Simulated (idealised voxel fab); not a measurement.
Name of the process module below: voxel plated lines
It is cross-section cut that appears here, measuring 270 nm in width, its square cells being 5 nm in size.
If you're reading a cross-section in this doc, picture square cells in a grid; it comes to you as bands, top ones listed first down to the bottom, and a band can be one or more rows of cells. Band entry format. Leading values: height of top, height of bottom, nm. Remainder: materials in left-to-right order, each with its width in nm. Special words: "throughout" on a single material, which then fills the band edge to edge; "air", empty space. Ref level 0: as-received wafer is one material below here. Bottom band extends down with no lower bound ("z 0 and below"). Graded width ("30 to 40"): value in top row of band = first number; value in bottom row = second number; row-to-row change constant. You'll sometimes find "nothing different" written for a step, and that's the way of saying that nowhere in the cross-section did a cell change during that step. The list in "Enclosed cavity list" covers empty spaces of 8 cells or more that cannot reach the top through any open way, and it gives each as width x height at distance; the distance is from the left edge, and width, height and distance are in nm. Text after the settings on a step's line: the simulator's own remark on that step. Among the settings permitted on a step's line is "overlay nm"; applied to a step with a mask, it specifies the extent to which the mask lay to the right of its planned position, whereas a negative figure signifies a position to the left.
The planned process steps are enumerated hereunder
1) RECEIVE: material Si
2) CONFORMAL_DEP: material SiO2, thk nm 10
3) DIRECTIONAL_DEP: material TiN, thk nm 5
4) PATTERN: tone open, mask id LINES, material resist, width nm 25, pitch nm 40, thk nm 20, overlay nm 0
5) EPI: material Ru, thk nm 5
6) STRIP: etch materials resist
7) DIRECTIONAL_ETCH: etch materials TiN, depth nm 5
8) CONFORMAL_DEP: material SiN, thk nm 5
The following pertains to the first of two wafers, which was processed as planned
So this is the incoming wafer in cross-section - it's already been through step 1
- z 0 and below | Si throughout
- Enclosed cavity list: none
Wafer after step 2 (cross-section)
- z 10 to 0 | SiO2 throughout
- Lower than 0, everything is as it was.
Wafer after step 3 (cross-section)
- z 15 to 10 | TiN throughout
- Lower than 10, everything is as it was.
Wafer after step 4 (cross-section)
- z 35 to 15 | resist (80) / air (25) / resist (15) / air (25) / resist (15) / air (25) / resist (85)
- Lower than 15, everything is as it was.
Wafer after step 5 (cross-section)
- z 35 to 20 | resist (80) / air (25) / resist (15) / air (25) / resist (15) / air (25) / resist (85)
- z 20 to 15 | resist (80) / Ru (25) / resist (15) / Ru (25) / resist (15) / Ru (25) / resist (85)
- Lower than 15, everything is as it was.
Wafer after step 6 (cross-section)
- z 20 to 15 | air (80) / Ru (25) / air (15) / Ru (25) / air (15) / Ru (25) / air (85)
- Lower than 15, everything is as it was.
Wafer after step 7 (cross-section)
- z 20 to 15 | air (80) / Ru (25) / air (15) / Ru (25) / air (15) / Ru (25) / air (85)
- z 15 to 10 | air (80) / TiN (25) / air (15) / TiN (25) / air (15) / TiN (25) / air (85)
- Lower than 10, everything is as it was.
Wafer after step 8 (cross-section)
- z 25 to 20 | air (75) / SiN (35) / air (5) / SiN (35) / air (5) / SiN (35) / air (80)
- z 20 to 15 | air (75) / SiN (5) / Ru (25) / SiN (5) / air (5) / SiN (5) / Ru (25) / SiN (5) / air (5) / SiN (5) / Ru (25) / SiN (5) / air (80)
- z 15 to 10 | SiN (80) / TiN (25) / SiN (15) / TiN (25) / SiN (15) / TiN (25) / SiN (85)
- Lower than 10, everything is as it was.
Okay, second wafer. Nothing different at the start, nothing different in the plan, just one mistake somewhere in the running. As far as step 3, counting that step, it's the first wafer all over again
Second wafer, cut view, end of step 4 per plan
- z 35 to 15 | resist (85) / air (15) / resist (25) / air (15) / resist (25) / air (15) / resist (90)
- Lower than 15, everything is as it was.
Second wafer, cut view, end of step 5 per plan
- z 35 to 20 | resist (85) / air (15) / resist (25) / air (15) / resist (25) / air (15) / resist (90)
- z 20 to 15 | resist (85) / Ru (15) / resist (25) / Ru (15) / resist (25) / Ru (15) / resist (90)
- Lower than 15, everything is as it was.
Second wafer, cut view, end of step 6 per plan
- z 20 to 15 | air (85) / Ru (15) / air (25) / Ru (15) / air (25) / Ru (15) / air (90)
- Lower than 15, everything is as it was.
Second wafer, cut view, end of step 7 per plan
- z 20 to 15 | air (85) / Ru (15) / air (25) / Ru (15) / air (25) / Ru (15) / air (90)
- z 15 to 10 | air (85) / TiN (15) / air (25) / TiN (15) / air (25) / TiN (15) / air (90)
- Lower than 10, everything is as it was.
Second wafer, cut view, end of step 8 per plan
- z 25 to 20 | air (80) / SiN (25) / air (15) / SiN (25) / air (15) / SiN (25) / air (85)
- z 20 to 15 | air (80) / SiN (5) / Ru (15) / SiN (5) / air (15) / SiN (5) / Ru (15) / SiN (5) / air (15) / SiN (5) / Ru (15) / SiN (5) / air (85)
- z 15 to 10 | SiN (85) / TiN (15) / SiN (25) / TiN (15) / SiN (25) / TiN (15) / SiN (90)
- Lower than 10, everything is as it was.
Where did the run depart from the plan? step 4 deviated from plan and actually ran as PATTERN: tone open, mask id LINES, material resist, width nm 15, pitch nm 40, thk nm 20, overlay nm 0
In the final state, the cell counts of the second wafer exceed or fall short of those of the first for the following materials: 6 fewer of Ru, 6 fewer of TiN
